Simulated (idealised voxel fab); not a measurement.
process module | voxel wiring stack
cross-section cut | 290 nm wide | cells 5 nm
A cross-section is a grid of square cells, given in bands from the top down. A band is one or more rows of cells.
Each band's line starts with the height of the band's top and of its bottom, in nm. Then come its materials from left to right, each with its width in nm. One material with "throughout" fills the band from edge to edge. "air" is empty space.
Height 0 is the level under which the wafer as received is all one material. The lowest band goes on downwards, as in "0 down".
A width such as "30 to 40" changes by the same amount from each row of cells to the next, from the band's top row to its bottom row.
"no change" after a step means that no cell of the cross-section changed.
closed voids: empty space of 8 cells or more with no open way to the top, each as width x height at its distance from the left edge, in nm
after a step's settings: what the simulator itself notes on the step
overlay nm, on a step with a mask: how far to the right of its planned place the mask lay; to the left if negative
plan
1 op RECEIVE | material Si
2 op CONFORMAL_DEP | material SiO2 | thk nm 15
3 op CONFORMAL_DEP | material SiCN | thk nm 5
4 op DIRECTIONAL_DEP | material SiO2 | thk nm 20
5 op PATTERN | tone open | mask id METAL_1 | material resist | width nm 30 | pitch nm 50 | thk nm 15 | overlay nm 0
6 op DIRECTIONAL_ETCH | etch materials SiO2 | depth nm 20
7 op DIRECTIONAL_ETCH | etch materials SiCN | depth nm 5
8 op STRIP | etch materials resist
9 op CONFORMAL_DEP | material TiN | thk nm 5
10 op FILL_DEP | material Cu | thk nm 5
11 op CMP | height nm 40
12 op EPI | material Ru | thk nm 5
13 op FILL_DEP | material SiCN | thk nm 5
14 op DIRECTIONAL_DEP | material lowk | thk nm 20
15 op DIRECTIONAL_DEP | material aC | thk nm 15
16 op PATTERN | tone open | mask id PLUG_1 | material resist | width nm 15 | pitch nm 50 | thk nm 35 | overlay nm 0
17 op DIRECTIONAL_ETCH | etch materials aC | depth nm 15
18 op STRIP | etch materials resist
19 op DIRECTIONAL_ETCH | etch materials lowk | depth nm 20
20 op DIRECTIONAL_ETCH | etch materials SiCN | depth nm 5
21 op STRIP | etch materials aC
22 op CONFORMAL_DEP | material TiN | thk nm 5
23 op FILL_DEP | material Ru | thk nm 5
24 op CMP | height nm 70
25 op CONFORMAL_DEP | material SiN | thk nm 5
26 op DIRECTIONAL_DEP | material lowk | thk nm 15
27 op MASKED_ETCH | tone open | mask id METAL_2 | width nm 30 | pitch nm 50 | etch materials lowk | depth nm 15 | overlay nm 0
28 op MASKED_ETCH | tone open | mask id METAL_2 | width nm 30 | pitch nm 50 | etch materials SiN | depth nm 5 | overlay nm 0
29 op CONFORMAL_DEP | material TiN | thk nm 5
30 op FILL_DEP | material Cu | thk nm 10
31 op CMP | height nm 90
32 op CONFORMAL_DEP | material SiCN | thk nm 5
first wafer, as planned
as received, after step 1
  0 down: Si throughout
  closed voids: none
after step 2
  15 to 0: SiO2 throughout
  below 0: unchanged
after step 3
  20 to 15: SiCN throughout
  below 15: unchanged
after step 4
  40 to 20: SiO2 throughout
  below 20: unchanged
after step 5
  55 to 40: resist 55 | air 30 | resist 20 | air 30 | resist 20 | air 30 | resist 20 | air 30 | resist 55
  below 40: unchanged
after step 6
  55 to 40: resist 55 | air 30 | resist 20 | air 30 | resist 20 | air 30 | resist 20 | air 30 | resist 55
  40 to 20: SiO2 55 | air 30 | SiO2 20 | air 30 | SiO2 20 | air 30 | SiO2 20 | air 30 | SiO2 55
  below 20: unchanged
after step 7
  55 to 40: resist 55 | air 30 | resist 20 | air 30 | resist 20 | air 30 | resist 20 | air 30 | resist 55
  40 to 20: SiO2 55 | air 30 | SiO2 20 | air 30 | SiO2 20 | air 30 | SiO2 20 | air 30 | SiO2 55
  20 to 15: SiCN 55 | air 30 | SiCN 20 | air 30 | SiCN 20 | air 30 | SiCN 20 | air 30 | SiCN 55
  below 15: unchanged
after step 8
  40 to 20: SiO2 55 | air 30 | SiO2 20 | air 30 | SiO2 20 | air 30 | SiO2 20 | air 30 | SiO2 55
  below 20: unchanged
after step 9
  45 to 40: TiN 60 | air 20 | TiN 30 | air 20 | TiN 30 | air 20 | TiN 30 | air 20 | TiN 60
  40 to 20: SiO2 55 | TiN 5 | air 20 | TiN 5 | SiO2 20 | TiN 5 | air 20 | TiN 5 | SiO2 20 | TiN 5 | air 20 | TiN 5 | SiO2 20 | TiN 5 | air 20 | TiN 5 | SiO2 55
  20 to 15: SiCN 55 | TiN 30 | SiCN 20 | TiN 30 | SiCN 20 | TiN 30 | SiCN 20 | TiN 30 | SiCN 55
  below 15: unchanged
after step 10
  50 to 45: Cu throughout
  45 to 40: TiN 60 | Cu 20 | TiN 30 | Cu 20 | TiN 30 | Cu 20 | TiN 30 | Cu 20 | TiN 60
  40 to 20: SiO2 55 | TiN 5 | Cu 20 | TiN 5 | SiO2 20 | TiN 5 | Cu 20 | TiN 5 | SiO2 20 | TiN 5 | Cu 20 | TiN 5 | SiO2 20 | TiN 5 | Cu 20 | TiN 5 | SiO2 55
  below 20: unchanged
after step 11
  40 to 20: SiO2 55 | TiN 5 | Cu 20 | TiN 5 | SiO2 20 | TiN 5 | Cu 20 | TiN 5 | SiO2 20 | TiN 5 | Cu 20 | TiN 5 | SiO2 20 | TiN 5 | Cu 20 | TiN 5 | SiO2 55
  below 20: unchanged
after step 12
  45 to 40: air 50 | Ru 40 | air 10 | Ru 40 | air 10 | Ru 40 | air 10 | Ru 40 | air 50
  below 40: unchanged
after step 13
  50 to 45: SiCN throughout
  45 to 40: SiCN 50 | Ru 40 | SiCN 10 | Ru 40 | SiCN 10 | Ru 40 | SiCN 10 | Ru 40 | SiCN 50
  below 40: unchanged
after step 14
  70 to 50: lowk throughout
  below 50: unchanged
after step 15
  85 to 70: aC throughout
  below 70: unchanged
after step 16
  120 to 85: resist 55 | air 15 | resist 35 | air 15 | resist 35 | air 15 | resist 35 | air 15 | resist 70
  below 85: unchanged
after step 17
  105 to 85: resist 55 | air 15 | resist 35 | air 15 | resist 35 | air 15 | resist 35 | air 15 | resist 70
  85 to 70: aC 55 | air 15 | aC 35 | air 15 | aC 35 | air 15 | aC 35 | air 15 | aC 70
  below 70: unchanged
after step 18
  85 to 70: aC 55 | air 15 | aC 35 | air 15 | aC 35 | air 15 | aC 35 | air 15 | aC 70
  below 70: unchanged
after step 19
  85 to 70: aC 55 | air 15 | aC 35 | air 15 | aC 35 | air 15 | aC 35 | air 15 | aC 70
  70 to 50: lowk 55 | air 15 | lowk 35 | air 15 | lowk 35 | air 15 | lowk 35 | air 15 | lowk 70
  below 50: unchanged
after step 20
  85 to 70: aC 55 | air 15 | aC 35 | air 15 | aC 35 | air 15 | aC 35 | air 15 | aC 70
  70 to 50: lowk 55 | air 15 | lowk 35 | air 15 | lowk 35 | air 15 | lowk 35 | air 15 | lowk 70
  50 to 45: SiCN 55 | air 15 | SiCN 35 | air 15 | SiCN 35 | air 15 | SiCN 35 | air 15 | SiCN 70
  below 45: unchanged
after step 21
  70 to 50: lowk 55 | air 15 | lowk 35 | air 15 | lowk 35 | air 15 | lowk 35 | air 15 | lowk 70
  below 50: unchanged
after step 22
  75 to 70: TiN 60 | air 5 | TiN 45 | air 5 | TiN 45 | air 5 | TiN 45 | air 5 | TiN 75
  70 to 50: lowk 55 | TiN 5 | air 5 | TiN 5 | lowk 35 | TiN 5 | air 5 | TiN 5 | lowk 35 | TiN 5 | air 5 | TiN 5 | lowk 35 | TiN 5 | air 5 | TiN 5 | lowk 70
  50 to 45: SiCN 55 | TiN 15 | SiCN 35 | TiN 15 | SiCN 35 | TiN 15 | SiCN 35 | TiN 15 | SiCN 70
  below 45: unchanged
after step 23
  80 to 75: Ru throughout
  75 to 70: TiN 60 | Ru 5 | TiN 45 | Ru 5 | TiN 45 | Ru 5 | TiN 45 | Ru 5 | TiN 75
  70 to 50: lowk 55 | TiN 5 | Ru 5 | TiN 5 | lowk 35 | TiN 5 | Ru 5 | TiN 5 | lowk 35 | TiN 5 | Ru 5 | TiN 5 | lowk 35 | TiN 5 | Ru 5 | TiN 5 | lowk 70
  below 50: unchanged
after step 24
  70 to 50: lowk 55 | TiN 5 | Ru 5 | TiN 5 | lowk 35 | TiN 5 | Ru 5 | TiN 5 | lowk 35 | TiN 5 | Ru 5 | TiN 5 | lowk 35 | TiN 5 | Ru 5 | TiN 5 | lowk 70
  below 50: unchanged
after step 25
  75 to 70: SiN throughout
  below 70: unchanged
after step 26
  90 to 75: lowk throughout
  below 75: unchanged
after step 27
  90 to 75: lowk 55 | air 30 | lowk 20 | air 30 | lowk 20 | air 30 | lowk 20 | air 30 | lowk 55
  below 75: unchanged
after step 28
  90 to 75: lowk 55 | air 30 | lowk 20 | air 30 | lowk 20 | air 30 | lowk 20 | air 30 | lowk 55
  75 to 70: SiN 55 | air 30 | SiN 20 | air 30 | SiN 20 | air 30 | SiN 20 | air 30 | SiN 55
  below 70: unchanged
after step 29
  95 to 90: TiN 60 | air 20 | TiN 30 | air 20 | TiN 30 | air 20 | TiN 30 | air 20 | TiN 60
  90 to 75: lowk 55 | TiN 5 | air 20 | TiN 5 | lowk 20 | TiN 5 | air 20 | TiN 5 | lowk 20 | TiN 5 | air 20 | TiN 5 | lowk 20 | TiN 5 | air 20 | TiN 5 | lowk 55
  75 to 70: SiN 55 | TiN 30 | SiN 20 | TiN 30 | SiN 20 | TiN 30 | SiN 20 | TiN 30 | SiN 55
  below 70: unchanged
after step 30
  105 to 95: Cu throughout
  95 to 90: TiN 60 | Cu 20 | TiN 30 | Cu 20 | TiN 30 | Cu 20 | TiN 30 | Cu 20 | TiN 60
  90 to 75: lowk 55 | TiN 5 | Cu 20 | TiN 5 | lowk 20 | TiN 5 | Cu 20 | TiN 5 | lowk 20 | TiN 5 | Cu 20 | TiN 5 | lowk 20 | TiN 5 | Cu 20 | TiN 5 | lowk 55
  below 75: unchanged
after step 31
  90 to 75: lowk 55 | TiN 5 | Cu 20 | TiN 5 | lowk 20 | TiN 5 | Cu 20 | TiN 5 | lowk 20 | TiN 5 | Cu 20 | TiN 5 | lowk 20 | TiN 5 | Cu 20 | TiN 5 | lowk 55
  below 75: unchanged
after step 32
  95 to 90: SiCN throughout
  below 90: unchanged
second wafer: like start, like plan, one mistake. Through step 27 it matches the first wafer
when step 28 should have ended
  90 to 75: lowk 55 | air 30 | lowk 20 | air 30 | lowk 20 | air 30 | lowk 20 | air 30 | lowk 55
  75 to 70: SiN 65 | air 20 | SiN 30 | air 20 | SiN 30 | air 20 | SiN 30 | air 20 | SiN 55
  below 70: unchanged
when step 29 should have ended
  95 to 90: TiN 60 | air 20 | TiN 30 | air 20 | TiN 30 | air 20 | TiN 30 | air 20 | TiN 60
  90 to 80: lowk 55 | TiN 5 | air 20 | TiN 5 | lowk 20 | TiN 5 | air 20 | TiN 5 | lowk 20 | TiN 5 | air 20 | TiN 5 | lowk 20 | TiN 5 | air 20 | TiN 5 | lowk 55
  80 to 75: lowk 55 | TiN 15 | air 10 | TiN 5 | lowk 20 | TiN 15 | air 10 | TiN 5 | lowk 20 | TiN 15 | air 10 | TiN 5 | lowk 20 | TiN 15 | air 10 | TiN 5 | lowk 55
  75 to 70: SiN 65 | TiN 20 | SiN 30 | TiN 20 | SiN 30 | TiN 20 | SiN 30 | TiN 20 | SiN 55
  below 70: unchanged
when step 30 should have ended
  105 to 95: Cu throughout
  95 to 90: TiN 60 | Cu 20 | TiN 30 | Cu 20 | TiN 30 | Cu 20 | TiN 30 | Cu 20 | TiN 60
  90 to 80: lowk 55 | TiN 5 | Cu 20 | TiN 5 | lowk 20 | TiN 5 | Cu 20 | TiN 5 | lowk 20 | TiN 5 | Cu 20 | TiN 5 | lowk 20 | TiN 5 | Cu 20 | TiN 5 | lowk 55
  80 to 75: lowk 55 | TiN 15 | Cu 10 | TiN 5 | lowk 20 | TiN 15 | Cu 10 | TiN 5 | lowk 20 | TiN 15 | Cu 10 | TiN 5 | lowk 20 | TiN 15 | Cu 10 | TiN 5 | lowk 55
  below 75: unchanged
when step 31 should have ended
  90 to 80: lowk 55 | TiN 5 | Cu 20 | TiN 5 | lowk 20 | TiN 5 | Cu 20 | TiN 5 | lowk 20 | TiN 5 | Cu 20 | TiN 5 | lowk 20 | TiN 5 | Cu 20 | TiN 5 | lowk 55
  below 80: unchanged
when step 32 should have ended
  95 to 90: SiCN throughout
  below 90: unchanged
what went wrong: step 28 ran as: op MASKED_ETCH | tone open | mask id METAL_2 | width nm 30 | pitch nm 50 | etch materials SiN | depth nm 5 | overlay nm 10
at the end the second wafer has, in cells: 8 fewer of Cu | 8 more of SiN
